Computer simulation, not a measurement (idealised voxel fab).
process module | voxel ribs on slabs
cross-section cut | 230 nm wide | cells 5 nm
A cross-section is a grid of square cells, given in bands from the top down. A band is one or more rows of cells.
Each band's line starts with the height of the band's top and of its bottom, in nm. Then come its materials from left to right, each with its width in nm. One material with "throughout" fills the band from edge to edge. "air" is empty space.
Height 0 is the level under which the wafer as received is all one material. The lowest band goes on downwards, as in "0 down".
A width such as "30 to 40" changes by the same amount from each row of cells to the next, from the band's top row to its bottom row.
"no change" after a step means that no cell of the cross-section changed.
closed voids: empty space of 8 cells or more with no open way to the top, each as width x height at its distance from the left edge, in nm
after a step's settings: what the simulator itself notes on the step
overlay nm, on a step with a mask: how far to the right of its planned place the mask lay; to the left if negative
plan
1 op RECEIVE | material Si
2 op DIRECTIONAL_DEP | material SiO2 | thk nm 20
3 op DIRECTIONAL_DEP | material polySi | thk nm 20
4 op DIRECTIONAL_DEP | material aC | thk nm 10
5 op PATTERN | tone cover | mask id RIB | material resist | width nm 25 | thk nm 30 | overlay nm 0
6 op DIRECTIONAL_ETCH | etch materials aC | depth nm 10
7 op STRIP | etch materials resist
8 op DIRECTIONAL_ETCH | etch materials polySi | depth nm 5
9 op STRIP | etch materials aC
10 op MASKED_ETCH | tone cover | mask id SLAB | width nm 65 | etch materials polySi | depth nm 15 | overlay nm 0
11 op FILL_DEP | material SiO2 | thk nm 20
12 op CMP | height nm 55
13 op DIRECTIONAL_DEP | material W | thk nm 5
14 op PATTERN | tone cover | mask id HEATER | material resist | width nm 35 | thk nm 20 | overlay nm 0
15 op DIRECTIONAL_ETCH | etch materials W | depth nm 5
16 op STRIP | etch materials resist
17 op CONFORMAL_DEP | material SiO2 | thk nm 5
first wafer, as planned
as received, after step 1
  0 down: Si throughout
  closed voids: none
after step 2
  20 to 0: SiO2 throughout
  below 0: unchanged
after step 3
  40 to 20: polySi throughout
  below 20: unchanged
after step 4
  50 to 40: aC throughout
  below 40: unchanged
after step 5
  80 to 50: air 100 | resist 25 | air 105
  below 50: unchanged
after step 6
  70 to 50: air 100 | resist 25 | air 105
  50 to 40: air 100 | aC 25 | air 105
  below 40: unchanged
after step 7
  50 to 40: air 100 | aC 25 | air 105
  below 40: unchanged
after step 8
  50 to 40: air 100 | aC 25 | air 105
  40 to 35: air 100 | polySi 25 | air 105
  below 35: unchanged
after step 9
  40 to 35: air 100 | polySi 25 | air 105
  below 35: unchanged
after step 10
  40 to 35: air 100 | polySi 25 | air 105
  35 to 20: air 80 | polySi 65 | air 85
  below 20: unchanged
after step 11
  60 to 40: SiO2 throughout
  40 to 35: SiO2 100 | polySi 25 | SiO2 105
  35 to 20: SiO2 80 | polySi 65 | SiO2 85
  below 20: unchanged
after step 12
  55 to 40: SiO2 throughout
  below 40: unchanged
after step 13
  60 to 55: W throughout
  below 55: unchanged
after step 14
  80 to 60: air 95 | resist 35 | air 100
  below 60: unchanged
after step 15
  80 to 60: air 95 | resist 35 | air 100
  60 to 55: air 95 | W 35 | air 100
  below 55: unchanged
after step 16
  60 to 55: air 95 | W 35 | air 100
  below 55: unchanged
after step 17
  65 to 60: air 90 | SiO2 45 | air 95
  60 to 55: SiO2 95 | W 35 | SiO2 100
  below 55: unchanged
second wafer: like start, like plan, one mistake. Through step 1 it matches the first wafer
when step 2 should have ended
  40 to 0: SiO2 throughout
  below 0: unchanged
when step 3 should have ended
  60 to 40: polySi throughout
  below 40: unchanged
when step 4 should have ended
  70 to 60: aC throughout
  below 60: unchanged
when step 5 should have ended
  100 to 70: air 100 | resist 25 | air 105
  below 70: unchanged
when step 6 should have ended
  90 to 70: air 100 | resist 25 | air 105
  70 to 60: air 100 | aC 25 | air 105
  below 60: unchanged
when step 7 should have ended
  70 to 60: air 100 | aC 25 | air 105
  below 60: unchanged
when step 8 should have ended
  70 to 60: air 100 | aC 25 | air 105
  60 to 55: air 100 | polySi 25 | air 105
  below 55: unchanged
when step 9 should have ended
  60 to 55: air 100 | polySi 25 | air 105
  below 55: unchanged
when step 10 should have ended
  60 to 55: air 100 | polySi 25 | air 105
  55 to 40: air 80 | polySi 65 | air 85
  below 40: unchanged
when step 11 should have ended
  80 to 60: SiO2 throughout
  60 to 55: SiO2 100 | polySi 25 | SiO2 105
  55 to 40: SiO2 80 | polySi 65 | SiO2 85
  below 40: unchanged
when step 12 should have ended
  55 to 40: SiO2 80 | polySi 65 | SiO2 85
  below 40: unchanged
when step 13 should have ended
  60 to 55: W throughout
  below 55: unchanged
when step 14 should have ended
  80 to 60: air 95 | resist 35 | air 100
  below 60: unchanged
when step 15 should have ended
  80 to 60: air 95 | resist 35 | air 100
  60 to 55: air 95 | W 35 | air 100
  below 55: unchanged
when step 16 should have ended
  60 to 55: air 95 | W 35 | air 100
  below 55: unchanged
when step 17 should have ended
  65 to 60: air 90 | SiO2 45 | air 95
  60 to 55: SiO2 95 | W 35 | SiO2 100
  below 55: unchanged
what went wrong: step 2 was run twice
at the end the second wafer has, in cells: 5 more of SiO2 | 5 fewer of polySi
